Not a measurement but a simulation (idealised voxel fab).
A process module follows: voxel wiring stack.
Square cell edge 5 nm, section width 150 nm, ID cut.
Cross-section spec: square-cell grid; bands listed top down; each band is one or more rows.
Band entry format. Leading values: height of top, height of bottom, nm. Remainder: materials in left-to-right order, each with its width in nm. Special words: "throughout" on a single material, which then fills the band edge to edge; "empty", empty space.
For the purposes of this specification, 0 denotes the height below which the wafer in its as-received condition is composed wholly of one material, and the lowermost band, lacking a lower limit, extends downward without end, as expressed in "0 and below".
With a width like "30..40", each row of cells in the band differs from the next by the same amount, the top row carrying the first number and the bottom row the second.
When a step is marked "no modifications", none of the cells in the cross-section changed during that step.
Entry "Sealed void inventory" = empty spaces >= 8 cells with no open way to the top; each as width x height at distance, distance from left edge, all nm.
Step line, after settings: the simulator's comment on this step.
overlay nm: where the mask lay relative to plan, measured to the right, on steps with a mask; negatives go left.

Listed below are the process steps as planned:
1) RECEIVE | material Si
2) CONFORMAL_DEP | material SiO2 | thk nm 15
3) DIRECTIONAL_DEP | material TiN | thk nm 5
4) DIRECTIONAL_DEP | material Ru | thk nm 15
5) MASKED_ETCH | tone cover | mask id METAL_1 | width nm 25 | pitch nm 45 | etch materials Ru | depth nm 15 | overlay nm 0
6) MASKED_ETCH | tone cover | mask id METAL_1 | width nm 25 | pitch nm 45 | etch materials TiN | depth nm 5 | overlay nm 0
7) CONFORMAL_DEP | material SiN | thk nm 5
8) FILL_DEP | material lowk | thk nm 5
9) CMP | height nm 35
10) CONFORMAL_DEP | material SiCN | thk nm 5
11) DIRECTIONAL_DEP | material SiO2 | thk nm 15
12) MASKED_ETCH | tone open | mask id PLUG_1 | width nm 15 | pitch nm 90 | etch materials SiO2 | depth nm 15 | overlay nm 0
13) MASKED_ETCH | tone open | mask id PLUG_1 | width nm 15 | pitch nm 90 | etch materials SiCN | depth nm 5 | overlay nm 0
14) CONFORMAL_DEP | material TiN | thk nm 5
15) FILL_DEP | material Cu | thk nm 10
16) CMP | height nm 55
17) CONFORMAL_DEP | material SiCN | thk nm 5
18) DIRECTIONAL_DEP | material lowk | thk nm 15
19) DIRECTIONAL_DEP | material aC | thk nm 15
20) PATTERN | tone open | mask id METAL_2 | material resist | width nm 25 | pitch nm 45 | thk nm 30 | overlay nm 0
21) DIRECTIONAL_ETCH | etch materials aC | depth nm 15
22) STRIP | etch materials resist
23) DIRECTIONAL_ETCH | etch materials lowk | depth nm 15
24) DIRECTIONAL_ETCH | etch materials SiCN | depth nm 5
25) STRIP | etch materials aC
26) CONFORMAL_DEP | material TiN | thk nm 5
27) FILL_DEP | material Ru | thk nm 10
28) CMP | height nm 75
29) CONFORMAL_DEP | material SiCN | thk nm 5
30) DIRECTIONAL_DEP | material SiO2 | thk nm 35
31) MASKED_ETCH | tone open | mask id METAL_3_HOLES | width nm 15 | pitch nm 45 | etch materials SiO2 | depth nm 35 | overlay nm 0
32) PATTERN | tone open | mask id METAL_3 | material resist | width nm 25 | pitch nm 45 | thk nm 15 | overlay nm 0
33) DIRECTIONAL_ETCH | etch materials SiO2 | depth nm 20
34) DIRECTIONAL_ETCH | etch materials SiCN | depth nm 5
35) STRIP | etch materials resist
36) CONFORMAL_DEP | material TiN | thk nm 5
37) FILL_DEP | material Cu | thk nm 5
38) CMP | height nm 115
39) CONFORMAL_DEP | material SiN | thk nm 5

Cross-section of the wafer upon arrival, representing the state reached after step 1:
    0 and below: Si throughout
    Sealed void inventory: none

Wafer cross-section at module end: first of two, run to plan:
    120 down to 115: SiN throughout
    115 down to 100: 15 SiO2, then 5 TiN, then 15 Cu, then 5 TiN, then 20 SiO2, then 5 TiN, then 15 Cu, then 5 TiN, then 20 SiO2, then 5 TiN, then 15 Cu, then 5 TiN, then 20 SiO2
    100 down to 95: 15 SiO2, then 5 TiN, then 5 Cu, then 15 TiN, then 20 SiO2, then 5 TiN, then 5 Cu, then 15 TiN, then 20 SiO2, then 5 TiN, then 5 Cu, then 15 TiN, then 20 SiO2
    95 down to 80: 15 SiO2, then 5 TiN, then 5 Cu, then 5 TiN, then 30 SiO2, then 5 TiN, then 5 Cu, then 5 TiN, then 30 SiO2, then 5 TiN, then 5 Cu, then 5 TiN, then 30 SiO2
    80 down to 75: 15 SiCN, then 15 TiN, then 30 SiCN, then 15 TiN, then 30 SiCN, then 15 TiN, then 30 SiCN
    75 down to 60: 15 lowk, then 5 TiN, then 15 Ru, then 5 TiN, then 20 lowk, then 5 TiN, then 15 Ru, then 5 TiN, then 20 lowk, then 5 TiN, then 15 Ru, then 5 TiN, then 20 lowk
    60 down to 55: 15 SiCN, then 25 TiN, then 20 SiCN, then 25 TiN, then 20 SiCN, then 25 TiN, then 20 SiCN
    55 down to 40: 15 SiO2, then 5 TiN, then 5 Cu, then 5 TiN, then 75 SiO2, then 5 TiN, then 5 Cu, then 5 TiN, then 30 SiO2
    40 down to 35: 15 SiCN, then 15 TiN, then 75 SiCN, then 15 TiN, then 30 SiCN
    35 down to 20: 10 lowk, then 5 SiN, then 25 Ru, then 5 SiN, then 10 lowk, then 5 SiN, then 25 Ru, then 5 SiN, then 10 lowk, then 5 SiN, then 25 Ru, then 5 SiN, then 15 lowk
    20 down to 15: 15 SiN, then 25 TiN, then 20 SiN, then 25 TiN, then 20 SiN, then 25 TiN, then 20 SiN
    15 down to 0: SiO2 throughout
    0 and below: Si throughout
    Sealed void inventory: none

Here is the second of the two wafers cut open at the end of the module - same start, same plan as the first one, but we made one mistake running it:
    120 down to 115: SiN throughout
    115 down to 100: 15 SiO2, then 5 TiN, then 15 Cu, then 5 TiN, then 20 SiO2, then 5 TiN, then 15 Cu, then 5 TiN, then 20 SiO2, then 5 TiN, then 15 Cu, then 5 TiN, then 20 SiO2
    100 down to 95: 15 SiO2, then 5 TiN, then 5 Cu, then 15 TiN, then 20 SiO2, then 5 TiN, then 5 Cu, then 15 TiN, then 20 SiO2, then 5 TiN, then 5 Cu, then 15 TiN, then 20 SiO2
    95 down to 80: 15 SiO2, then 5 TiN, then 5 Cu, then 5 TiN, then 30 SiO2, then 5 TiN, then 5 Cu, then 5 TiN, then 30 SiO2, then 5 TiN, then 5 Cu, then 5 TiN, then 30 SiO2
    80 down to 75: 15 SiCN, then 15 TiN, then 30 SiCN, then 15 TiN, then 30 SiCN, then 15 TiN, then 30 SiCN
    75 down to 60: 15 lowk, then 5 TiN, then 15 Ru, then 5 TiN, then 20 lowk, then 5 TiN, then 15 Ru, then 5 TiN, then 20 lowk, then 5 TiN, then 15 Ru, then 5 TiN, then 20 lowk
    60 down to 55: 15 SiCN, then 25 TiN, then 20 SiCN, then 25 TiN, then 20 SiCN, then 25 TiN, then 20 SiCN
    55 down to 40: 15 SiO2, then 5 TiN, then 5 Cu, then 5 TiN, then 75 SiO2, then 5 TiN, then 5 Cu, then 5 TiN, then 30 SiO2
    40 down to 35: 15 SiCN, then 15 TiN, then 75 SiCN, then 15 TiN, then 30 SiCN
    35 down to 30: 15 SiN, then 25 TiN, then 20 SiN, then 25 TiN, then 20 SiN, then 25 TiN, then 20 SiN
    30 down to 0: SiO2 throughout
    0 and below: Si throughout
    Sealed void inventory: none
Diagnosis: the plan had its step 2 run twice
at the end the second wafer has, in cells: 45 fewer of Ru, 18 fewer of SiN, 90 more of SiO2, 27 fewer of lowk
